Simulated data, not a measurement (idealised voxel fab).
Process module in this document: voxel released beams
For reference, the cross-section in this document is cut, with width 160 nm and square cells of 5 nm.
Throughout this document, each cross-section is represented as a grid of square cells and is presented as a sequence of bands enumerated from the top downward, where a band comprises one or more rows of cells.
Band entry format. Leading values: height of top, height of bottom, nm. Remainder: materials in left-to-right order, each with its width in nm. Special words: "all across" on a single material, which then fills the band edge to edge; "air", empty space.
We count height from 0. Below that, the starting wafer is all one material. The lowest band never ends at the bottom but goes on down; see "top 0, no bottom" for how that is written.
Per-row width for "30 to 40": begins at first number (top row of band), ends at second number (bottom row), increment between rows held constant.
You'll sometimes find "all unchanged" written for a step, and that's the way of saying that nowhere in the cross-section did a cell change during that step.
The entry titled "Voids, sealed" provides the empty spaces that have no open way to the top, restricted to those of 8 cells or more. Each is presented as width x height at distance, the distance being measured from the left edge, with all three in nm.
Step line, after settings: the simulator's comment on this step.
The "overlay nm" setting may appear on a step's line; for a step that uses a mask, it gives how far to the right of its planned position the mask lay, and a negative value indicates the left.
The planned process steps are enumerated hereunder
- 1: RECEIVE, material Si
- 2: CONFORMAL_DEP, material SiN, thk nm 5
- 3: DIRECTIONAL_DEP, material SiO2, thk nm 10
- 4: DIRECTIONAL_DEP, material aC, thk nm 10
- 5: PATTERN, tone open, mask id ANCHOR, material resist, width nm 30, thk nm 30, overlay nm 0
- 6: DIRECTIONAL_ETCH, etch materials aC, depth nm 10
- 7: STRIP, etch materials resist
- 8: DIRECTIONAL_ETCH, etch materials SiO2, depth nm 10
- 9: STRIP, etch materials aC
- 10: CONFORMAL_DEP, material polySi, thk nm 10
- 11: PATTERN, tone cover, mask id BEAM, material resist, width nm 105, thk nm 15, overlay nm 0
- 12: DIRECTIONAL_ETCH, etch materials polySi, depth nm 10
- 13: STRIP, etch materials resist
- 14: STRIP, etch materials SiO2
The first of a set of two wafers, run to plan
So this is the incoming wafer in cross-section - it's already been through step 1
	top 0, no bottom  Si all across
	Voids, sealed: none
Wafer after step 2 (cross-section)
	top 5, bottom 0  SiN all across
	At heights below 0, the structure remains unaltered.
Wafer after step 3 (cross-section)
	top 15, bottom 5  SiO2 all across
	At heights below 5, the structure remains unaltered.
Wafer after step 4 (cross-section)
	top 25, bottom 15  aC all across
	At heights below 15, the structure remains unaltered.
Wafer after step 5 (cross-section)
	top 55, bottom 25  30 resist; 30 air; 100 resist
	At heights below 25, the structure remains unaltered.
Wafer after step 6 (cross-section)
	top 45, bottom 25  30 resist; 30 air; 100 resist
	top 25, bottom 15  30 aC; 30 air; 100 aC
	At heights below 15, the structure remains unaltered.
Wafer after step 7 (cross-section)
	top 25, bottom 15  30 aC; 30 air; 100 aC
	At heights below 15, the structure remains unaltered.
Wafer after step 8 (cross-section)
	top 25, bottom 15  30 aC; 30 air; 100 aC
	top 15, bottom 5  30 SiO2; 30 air; 100 SiO2
	At heights below 5, the structure remains unaltered.
Wafer after step 9 (cross-section)
	top 15, bottom 5  30 SiO2; 30 air; 100 SiO2
	At heights below 5, the structure remains unaltered.
Wafer after step 10 (cross-section)
	top 25, bottom 15  40 polySi; 10 air; 110 polySi
	top 15, bottom 5  30 SiO2; 30 polySi; 100 SiO2
	At heights below 5, the structure remains unaltered.
Wafer after step 11 (cross-section)
	top 40, bottom 25  25 air; 105 resist; 30 air
	top 25, bottom 15  40 polySi; 10 resist; 110 polySi
	At heights below 15, the structure remains unaltered.
Wafer after step 12 (cross-section)
	top 40, bottom 25  25 air; 105 resist; 30 air
	top 25, bottom 15  25 air; 15 polySi; 10 resist; 80 polySi; 30 air
	At heights below 15, the structure remains unaltered.
Wafer after step 13 (cross-section)
	top 25, bottom 15  25 air; 15 polySi; 10 air; 80 polySi; 30 air
	At heights below 15, the structure remains unaltered.
Wafer after step 14 (cross-section)
	top 25, bottom 15  25 air; 15 polySi; 10 air; 80 polySi; 30 air
	top 15, bottom 5  30 air; 30 polySi; 100 air
	At heights below 5, the structure remains unaltered.
The Second Wafer: Common Origin and Plan, One Mistake in Execution, Identical to the First Through Step 4
Second wafer shown in cross-section at the time step 5 was slated to end
	top 55, bottom 25  20 resist; 30 air; 110 resist
	At heights below 25, the structure remains unaltered.
Second wafer shown in cross-section at the time step 6 was slated to end
	top 45, bottom 25  20 resist; 30 air; 110 resist
	top 25, bottom 15  20 aC; 30 air; 110 aC
	At heights below 15, the structure remains unaltered.
Second wafer shown in cross-section at the time step 7 was slated to end
	top 25, bottom 15  20 aC; 30 air; 110 aC
	At heights below 15, the structure remains unaltered.
Second wafer shown in cross-section at the time step 8 was slated to end
	top 25, bottom 15  20 aC; 30 air; 110 aC
	top 15, bottom 5  20 SiO2; 30 air; 110 SiO2
	At heights below 5, the structure remains unaltered.
Second wafer shown in cross-section at the time step 9 was slated to end
	top 15, bottom 5  20 SiO2; 30 air; 110 SiO2
	At heights below 5, the structure remains unaltered.
Second wafer shown in cross-section at the time step 10 was slated to end
	top 25, bottom 15  30 polySi; 10 air; 120 polySi
	top 15, bottom 5  20 SiO2; 30 polySi; 110 SiO2
	At heights below 5, the structure remains unaltered.
Second wafer shown in cross-section at the time step 11 was slated to end
	top 40, bottom 25  25 air; 105 resist; 30 air
	top 25, bottom 15  30 polySi; 10 resist; 120 polySi
	At heights below 15, the structure remains unaltered.
Second wafer shown in cross-section at the time step 12 was slated to end
	top 40, bottom 25  25 air; 105 resist; 30 air
	top 25, bottom 15  25 air; 5 polySi; 10 resist; 90 polySi; 30 air
	At heights below 15, the structure remains unaltered.
Second wafer shown in cross-section at the time step 13 was slated to end
	top 25, bottom 15  25 air; 5 polySi; 10 air; 90 polySi; 30 air
	At heights below 15, the structure remains unaltered.
Second wafer shown in cross-section at the time step 14 was slated to end
	top 25, bottom 15  25 air; 5 polySi; 10 air; 90 polySi; 30 air
	top 15, bottom 5  20 air; 30 polySi; 110 air
	At heights below 5, the structure remains unaltered.
Against the plan, the run slipped here: step 5 ran differently from the plan; actual operation with settings: PATTERN, tone open, mask id ANCHOR, material resist, width nm 30, thk nm 30, overlay nm -10
Tallied in cells, the final second wafer holds each material in the same quantity as the first, although not at the same places.
